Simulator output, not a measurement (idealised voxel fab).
Process module name: voxel ribs on slabs
We display cut, a cross-section 250 nm in width whose square cells are each 5 nm.
Throughout this document, each cross-section is represented as a grid of square cells and is presented as a sequence of bands enumerated from the top downward, where a band comprises one or more rows of cells.
Band: top height; bottom height; in nm. Then, left to right: material with width in nm, for each material. "everywhere": a single material spanning edge to edge. "empty": empty space.
Height is counted from the level 0, under which the received wafer is composed throughout of one material. The lowest of the bands is not closed at the bottom but continues downward, in the notation "0 down".
Quick explanation for "30..40": the width changes in equal steps down the rows of cells, from the first number in the band's top row to the second number in its bottom row.
Take "no modifications" at face value: in the step it is given for, the cross-section changed in none of its cells.
You'll see "Closed voids list" listing empty spaces that have no way open to the top, as long as they're 8 cells or more; the notation is width x height at distance, where the distance is from the left edge, and all of it is in nm.
Where a step's line continues beyond its settings, the continuation is a remark by the simulator itself on that step.
For masked steps, "overlay nm" on the step line gives how far right of plan the mask actually lay; a minus sign means it lay to the left.
### The steps planned for the process are as follows
- 1: RECEIVE, material Si
- 2: DIRECTIONAL_DEP, material SiO2, thk nm 30
- 3: DIRECTIONAL_DEP, material polySi, thk nm 20
- 4: PATTERN, tone cover, mask id RIB, material resist, width nm 30, thk nm 15, overlay nm 0
- 5: DIRECTIONAL_ETCH, etch materials polySi, depth nm 5
- 6: STRIP, etch materials resist
- 7: PATTERN, tone cover, mask id SLAB, material resist, width nm 80, thk nm 15, overlay nm 0
- 8: DIRECTIONAL_ETCH, etch materials polySi, depth nm 15
- 9: STRIP, etch materials resist
- 10: FILL_DEP, material SiO2, thk nm 15
- 11: CMP, height nm 60
- 12: DIRECTIONAL_DEP, material W, thk nm 10
- 13: PATTERN, tone cover, mask id HEATER, material resist, width nm 40, thk nm 20, overlay nm 0
- 14: DIRECTIONAL_ETCH, etch materials W, depth nm 10
- 15: STRIP, etch materials resist
- 16: CONFORMAL_DEP, material SiO2, thk nm 5
### Wafer as received: cross-section following step 1
* 0 down = Si everywhere
* Closed voids list: none
### Final cross-section, module run with one mistake (start and plan as above)
* 75 to 70 = empty=100 | SiO2=50 | empty=100
* 70 to 65 = SiO2=105 | W=40 | SiO2=105
* 65 to 60 = W everywhere
* 60 to 50 = SiO2 everywhere
* 50 to 45 = SiO2=110 | polySi=30 | SiO2=110
* 45 to 30 = SiO2=85 | polySi=80 | SiO2=85
* 30 to 0 = SiO2 everywhere
* 0 down = Si everywhere
* Closed voids list: none
What broke from the plan during processing? for step 14, the planned setting was not used; the step was instead run as DIRECTIONAL_ETCH, etch materials W, depth nm 5
